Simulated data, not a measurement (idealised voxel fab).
voxel tone inversion: a process module
It is cross-section cut that appears here, measuring 290 nm in width, its square cells being 5 nm in size.
If you're reading a cross-section in this doc, picture square cells in a grid; it comes to you as bands, top ones listed first down to the bottom, and a band can be one or more rows of cells.
Per band: top height and bottom height in nm, followed by the left-to-right materials and their widths in nm; "full width" marks a single material spanning edge to edge, "blank" marks empty space.
The reference from which all heights are counted is 0, the level beneath which the as-received wafer is entirely one material; the lowest band, having no lower bound, proceeds downward and is written after the example "0..down".
The two numbers in a width such as "30 to 40" mark its ends across the band: the first belongs to the top row of cells, the second to the bottom row, and from each row to the next the width moves by the same amount.
"stayed the same" means the step left every cell of the cross-section as it was.
Empty spaces counting at least 8 cells and having no open way to the top are listed in "Fully sealed cavities". The notation width x height at distance is used for each, the distance being from the left edge and all three values in nm.
after a step's settings: what the simulator itself notes on the step
"overlay nm" answers the question of how far to the right of plan the mask lay on a step that has a mask, and when it is negative the answer is to the left.

## Process steps (planned)
- 1: RECEIVE, material Si
- 2: CONFORMAL_DEP, material SiCN, thk nm 5
- 3: DIRECTIONAL_DEP, material polySi, thk nm 15
- 4: PATTERN, tone cover, mask id POSTS, material resist, width nm 20, pitch nm 45, thk nm 25, overlay nm 0
- 5: DIRECTIONAL_ETCH, etch materials polySi, depth nm 15
- 6: STRIP, etch materials resist
- 7: FILL_DEP, material SiO2, thk nm 10
- 8: CMP, height nm 20
- 9: STRIP, etch materials polySi

## This is the cross-section of the wafer as we received it, i.e. after step 1
0..down | Si full width
Fully sealed cavities: none

## Here's the cross-section of the first of our two wafers at the end of the module - it ran as planned
20..5 | 110 SiO2  20 blank  25 SiO2  20 blank  115 SiO2
5..0 | SiCN full width
0..down | Si full width
Fully sealed cavities: none

## The second wafer, shown in cross-section after the module: started the same way as the first and given the same plan, yet one mistake crept into how it was run
20..5 | 105 SiO2  30 blank  15 SiO2  30 blank  110 SiO2
5..0 | SiCN full width
0..down | Si full width
Fully sealed cavities: none
Plan not followed: step 4 was processed under conditions differing from the plan, specifically as PATTERN, tone cover, mask id POSTS, material resist, width nm 30, pitch nm 45, thk nm 25, overlay nm 0
FYI, end of process, the second wafer has more or fewer cells of some materials than the first: SiO2: 12 fewer
